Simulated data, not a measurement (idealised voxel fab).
This is a process module. Its name is voxel air gaps.
Displayed cross-section: cut, width of 260 nm, square cells sized 5 nm.
Cross-section layout: square cells on a grid; listed as bands, top to bottom; a band spans one or more cell rows. Within each band entry, the heights of the top and of the bottom of the band appear first, in that order and in nm; the materials of the band then follow from left to right, each with its corresponding width in nm. The designation "full width" on a single material indicates that it fills the band from edge to edge; the designation "air" indicates empty space. All heights in this document are referenced to 0, defined as the level beneath which the wafer, as received, consists entirely of one material. The lowest band is not bounded below; it extends indefinitely downward and is written in the form "top 0, no bottom". Graded width ("30 to 40"): value in top row of band = first number; value in bottom row = second number; row-to-row change constant. No cell of the cross-section changed in a step that is given as "left unchanged". Reported under the label "Closed void catalog" are the empty spaces having no open way to the top and comprising 8 cells or more; the notation for each is width x height at distance, in which the distance is measured from the left edge and all three values are in nm. Read whatever lies past the settings on a step's line as the simulator's own remark about the step. The optional step-line setting "overlay nm" applies to steps with a mask and quantifies how far to the right of its planned location the mask lay, a negative value indicating leftward placement. Read each pair as before and after one process step. The after cross-section shows only down to the lowest band that changed. The step between them and its settings are given below the pair. Pairs can come from different runs of this module on the same starting wafer. A pair continues from the pair above only where its "Pre-step view" entry says so.
Pre-step view
	top 60, bottom 20  SiO2=50 | air=20 | SiO2=25 | air=20 | SiO2=25 | air=20 | SiO2=25 | air=20 | SiO2=55
	top 20, bottom 15  SiCN full width
	top 15, bottom 0  TiN full width
	top 0, no bottom  Si full width
	Closed void catalog: none
Step Outcome
	top 65, bottom 60  TiN=55 | air=10 | TiN=35 | air=10 | TiN=35 | air=10 | TiN=35 | air=10 | TiN=60
	top 60, bottom 25  SiO2=50 | TiN=5 | air=10 | TiN=5 | SiO2=25 | TiN=5 | air=10 | TiN=5 | SiO2=25 | TiN=5 | air=10 | TiN=5 | SiO2=25 | TiN=5 | air=10 | TiN=5 | SiO2=55
	top 25, bottom 20  SiO2=50 | TiN=20 | SiO2=25 | TiN=20 | SiO2=25 | TiN=20 | SiO2=25 | TiN=20 | SiO2=55
	No changes below 20.
	Closed void catalog: none
Processing between the before and after sections above: CONFORMAL_DEP,material TiN,thk nm 5
Pre-step view: starting point is the after cross-section of the pair just above.
Step Outcome
	top 70, bottom 65  Ru full width
	top 65, bottom 60  TiN=55 | Ru=10 | TiN=35 | Ru=10 | TiN=35 | Ru=10 | TiN=35 | Ru=10 | TiN=60
	top 60, bottom 25  SiO2=50 | TiN=5 | Ru=10 | TiN=5 | SiO2=25 | TiN=5 | Ru=10 | TiN=5 | SiO2=25 | TiN=5 | Ru=10 | TiN=5 | SiO2=25 | TiN=5 | Ru=10 | TiN=5 | SiO2=55
	No changes below 25.
	Closed void catalog: none
Processing between the before and after sections above: FILL_DEP,material Ru,thk nm 5
Pre-step view: starting point is the after cross-section of the pair just above.
Step Outcome
	top 60, bottom 25  SiO2=50 | TiN=5 | Ru=10 | TiN=5 | SiO2=25 | TiN=5 | Ru=10 | TiN=5 | SiO2=25 | TiN=5 | Ru=10 | TiN=5 | SiO2=25 | TiN=5 | Ru=10 | TiN=5 | SiO2=55
	No changes below 25.
	Closed void catalog: none
Processing between the before and after sections above: CMP,height nm 60
Pre-step view: starting point is the after cross-section of the pair just above.
Step Outcome
	top 70, bottom 60  air=40 | Ru=40 | air=5 | Ru=40 | air=5 | Ru=40 | air=5 | Ru=40 | air=45
	No changes below 60.
	Closed void catalog: none
Processing between the before and after sections above: EPI,material Ru,thk nm 10
Pre-step view: starting point is the after cross-section of the pair just above.
Step Outcome
	top 70, bottom 60  air=40 | Ru=40 | air=5 | Ru=40 | air=5 | Ru=40 | air=5 | Ru=40 | air=45
	top 60, bottom 25  air=50 | TiN=5 | Ru=10 | TiN=5 | air=25 | TiN=5 | Ru=10 | TiN=5 | air=25 | TiN=5 | Ru=10 | TiN=5 | air=25 | TiN=5 | Ru=10 | TiN=5 | air=55
	top 25, bottom 20  air=50 | TiN=20 | air=25 | TiN=20 | air=25 | TiN=20 | air=25 | TiN=20 | air=55
	No changes below 20.
	Closed void catalog: none
Processing between the before and after sections above: SELECTIVE_ETCH,etch materials SiO2,depth nm 50
Pre-step view: starting point is the after cross-section of the pair just above.
Step Outcome
	top 75, bottom 70  air=35 | SiCN=185 | air=40
	top 70, bottom 60  air=35 | SiCN=5 | Ru=40 | SiCN=5 | Ru=40 | SiCN=5 | Ru=40 | SiCN=5 | Ru=40 | SiCN=5 | air=40
	top 60, bottom 55  air=35 | SiCN=15 | TiN=5 | Ru=10 | TiN=5 | SiCN=25 | TiN=5 | Ru=10 | TiN=5 | SiCN=25 | TiN=5 | Ru=10 | TiN=5 | SiCN=25 | TiN=5 | Ru=10 | TiN=5 | SiCN=15 | air=40
	top 55, bottom 25  air=45 | SiCN=5 | TiN=5 | Ru=10 | TiN=5 | SiCN=5 | air=15 | SiCN=5 | TiN=5 | Ru=10 | TiN=5 | SiCN=5 | air=15 | SiCN=5 | TiN=5 | Ru=10 | TiN=5 | SiCN=5 | air=15 | SiCN=5 | TiN=5 | Ru=10 | TiN=5 | SiCN=5 | air=50
	top 25, bottom 20  SiCN=50 | TiN=20 | SiCN=25 | TiN=20 | SiCN=25 | TiN=20 | SiCN=25 | TiN=20 | SiCN=55
	No changes below 20.
	Closed void catalog: 15 x 30 at 75; 15 x 30 at 120; 15 x 30 at 165
Processing between the before and after sections above: CONFORMAL_DEP,material SiCN,thk nm 5
Pre-step view
	top 60, bottom 20  SiO2 full width
	top 20, bottom 15  SiCN full width
	top 15, bottom 0  SiO2 full width
	top 0, no bottom  Si full width
	Closed void catalog: none
Step Outcome
	top 80, bottom 60  air=50 | resist=20 | air=25 | resist=20 | air=25 | resist=20 | air=25 | resist=20 | air=55
	No changes below 60.
	Closed void catalog: none
Processing between the before and after sections above: PATTERN,tone cover,mask id LINES,material resist,width nm 20,pitch nm 45,thk nm 20,overlay nm 0
Pre-step view: starting point is the after cross-section of the pair just above.
Step Outcome
	top 80, bottom 60  air=50 | resist=20 | air=25 | resist=20 | air=25 | resist=20 | air=25 | resist=20 | air=55
	top 60, bottom 20  air=50 | SiO2=20 | air=25 | SiO2=20 | air=25 | SiO2=20 | air=25 | SiO2=20 | air=55
	No changes below 20.
	Closed void catalog: none
Processing between the before and after sections above: DIRECTIONAL_ETCH,etch materials SiO2,depth nm 40
Pre-step view: starting point is the after cross-section of the pair just above.
Step Outcome
	top 60, bottom 20  air=50 | SiO2=20 | air=25 | SiO2=20 | air=25 | SiO2=20 | air=25 | SiO2=20 | air=55
	No changes below 20.
	Closed void catalog: none
Processing between the before and after sections above: STRIP,etch materials resist
Pre-step view: starting point is the after cross-section of the pair just above.
Step Outcome
	top 65, bottom 60  air=45 | TiN=30 | air=15 | TiN=30 | air=15 | TiN=30 | air=15 | TiN=30 | air=50
	top 60, bottom 25  air=45 | TiN=5 | SiO2=20 | TiN=5 | air=15 | TiN=5 | SiO2=20 | TiN=5 | air=15 | TiN=5 | SiO2=20 | TiN=5 | air=15 | TiN=5 | SiO2=20 | TiN=5 | air=50
	top 25, bottom 20  TiN=50 | SiO2=20 | TiN=25 | SiO2=20 | TiN=25 | SiO2=20 | TiN=25 | SiO2=20 | TiN=55
	No changes below 20.
	Closed void catalog: none
Processing between the before and after sections above: CONFORMAL_DEP,material TiN,thk nm 5
Pre-step view: starting point is the after cross-section of the pair just above.
Step Outcome
	top 70, bottom 65  Ru full width
	top 65, bottom 60  Ru=45 | TiN=30 | Ru=15 | TiN=30 | Ru=15 | TiN=30 | Ru=15 | TiN=30 | Ru=50
	top 60, bottom 25  Ru=45 | TiN=5 | SiO2=20 | TiN=5 | Ru=15 | TiN=5 | SiO2=20 | TiN=5 | Ru=15 | TiN=5 | SiO2=20 | TiN=5 | Ru=15 | TiN=5 | SiO2=20 | TiN=5 | Ru=50
	No changes below 25.
	Closed void catalog: none
Processing between the before and after sections above: FILL_DEP,material Ru,thk nm 5
Pre-step view: starting point is the after cross-section of the pair just above.
Step Outcome
	top 60, bottom 25  Ru=45 | TiN=5 | SiO2=20 | TiN=5 | Ru=15 | TiN=5 | SiO2=20 | TiN=5 | Ru=15 | TiN=5 | SiO2=20 | TiN=5 | Ru=15 | TiN=5 | SiO2=20 | TiN=5 | Ru=50
	No changes below 25.
	Closed void catalog: none
Processing between the before and after sections above: CMP,height nm 60
Pre-step view: starting point is the after cross-section of the pair just above.
Step Outcome
	top 70, bottom 60  Ru full width
	No changes below 60.
	Closed void catalog: none
Processing between the before and after sections above: EPI,material Ru,thk nm 10
Pre-step view: starting point is the after cross-section of the pair just above.
Step Outcome
	top 75, bottom 70  SiCN full width
	No changes below 70.
	Closed void catalog: none
Processing between the before and after sections above: CONFORMAL_DEP,material SiCN,thk nm 5
